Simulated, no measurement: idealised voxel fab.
process module | voxel air gaps
cross-section cut | 280 nm wide | cells 5 nm
A cross-section is a grid of square cells, given in bands from the top down. A band is one or more rows of cells.
Each band's line starts with the height of the band's top and of its bottom, in nm. Then come its materials from left to right, each with its width in nm. One material with "throughout" fills the band from edge to edge. "air" is empty space.
Height 0 is the level under which the wafer as received is all one material. The lowest band goes on downwards, as in "0 down".
A width such as "30 to 40" changes by the same amount from each row of cells to the next, from the band's top row to its bottom row.
"no change" after a step means that no cell of the cross-section changed.
closed voids: empty space of 8 cells or more with no open way to the top, each as width x height at its distance from the left edge, in nm
after a step's settings: what the simulator itself notes on the step
overlay nm, on a step with a mask: how far to the right of its planned place the mask lay; to the left if negative
plan
1 op RECEIVE | material Si
2 op CONFORMAL_DEP | material SiO2 | thk nm 15
3 op CONFORMAL_DEP | material SiCN | thk nm 5
4 op DIRECTIONAL_DEP | material SiO2 | thk nm 30
5 op DIRECTIONAL_DEP | material aC | thk nm 10
6 op PATTERN | tone open | mask id LINES | material resist | width nm 15 | pitch nm 40 | thk nm 30 | overlay nm 0
7 op DIRECTIONAL_ETCH | etch materials aC | depth nm 10
8 op STRIP | etch materials resist
9 op DIRECTIONAL_ETCH | etch materials SiO2 | depth nm 30
10 op STRIP | etch materials aC
11 op CONFORMAL_DEP | material TiN | thk nm 5
12 op FILL_DEP | material Cu | thk nm 5
13 op CMP | height nm 50
14 op EPI | material Ru | thk nm 10
15 op SELECTIVE_ETCH | etch materials SiO2 | depth nm 40
16 op CONFORMAL_DEP | material SiCN | thk nm 5
as received, after step 1
  0 down: Si throughout
  closed voids: none
first wafer at the end, as planned
  65 to 60: air 55 | SiCN 165 | air 60
  60 to 50: air 55 | SiCN 5 | Ru 35 | SiCN 5 | Ru 35 | SiCN 5 | Ru 35 | SiCN 5 | Ru 35 | SiCN 5 | air 60
  50 to 45: air 55 | SiCN 15 | TiN 5 | Cu 5 | TiN 5 | SiCN 25 | TiN 5 | Cu 5 | TiN 5 | SiCN 25 | TiN 5 | Cu 5 | TiN 5 | SiCN 25 | TiN 5 | Cu 5 | TiN 5 | SiCN 15 | air 60
  45 to 25: air 65 | SiCN 5 | TiN 5 | Cu 5 | TiN 5 | SiCN 5 | air 15 | SiCN 5 | TiN 5 | Cu 5 | TiN 5 | SiCN 5 | air 15 | SiCN 5 | TiN 5 | Cu 5 | TiN 5 | SiCN 5 | air 15 | SiCN 5 | TiN 5 | Cu 5 | TiN 5 | SiCN 5 | air 70
  25 to 20: SiCN 70 | TiN 15 | SiCN 25 | TiN 15 | SiCN 25 | TiN 15 | SiCN 25 | TiN 15 | SiCN 75
  20 to 15: SiCN throughout
  15 to 0: SiO2 throughout
  0 down: Si throughout
  closed voids: 15 x 20 at 90; 15 x 20 at 130; 15 x 20 at 170
second wafer at the end: like start, like plan, one mistake
  65 to 60: air 60 | SiCN 165 | air 55
  60 to 50: air 60 | SiCN 5 | Ru 35 | SiCN 5 | Ru 35 | SiCN 5 | Ru 35 | SiCN 5 | Ru 35 | SiCN 5 | air 55
  50 to 45: air 60 | SiCN 15 | TiN 5 | Cu 5 | TiN 5 | SiCN 25 | TiN 5 | Cu 5 | TiN 5 | SiCN 25 | TiN 5 | Cu 5 | TiN 5 | SiCN 25 | TiN 5 | Cu 5 | TiN 5 | SiCN 15 | air 55
  45 to 25: air 70 | SiCN 5 | TiN 5 | Cu 5 | TiN 5 | SiCN 5 | air 15 | SiCN 5 | TiN 5 | Cu 5 | TiN 5 | SiCN 5 | air 15 | SiCN 5 | TiN 5 | Cu 5 | TiN 5 | SiCN 5 | air 15 | SiCN 5 | TiN 5 | Cu 5 | TiN 5 | SiCN 5 | air 65
  25 to 20: SiCN 75 | TiN 15 | SiCN 25 | TiN 15 | SiCN 25 | TiN 15 | SiCN 25 | TiN 15 | SiCN 70
  20 to 15: SiCN throughout
  15 to 0: SiO2 throughout
  0 down: Si throughout
  closed voids: 15 x 20 at 95; 15 x 20 at 135; 15 x 20 at 175
what went wrong: step 6 ran as: op PATTERN | tone open | mask id LINES | material resist | width nm 15 | pitch nm 40 | thk nm 30 | overlay nm 5
at the end the second wafer has, in cells: as many of each material as the first, in other places
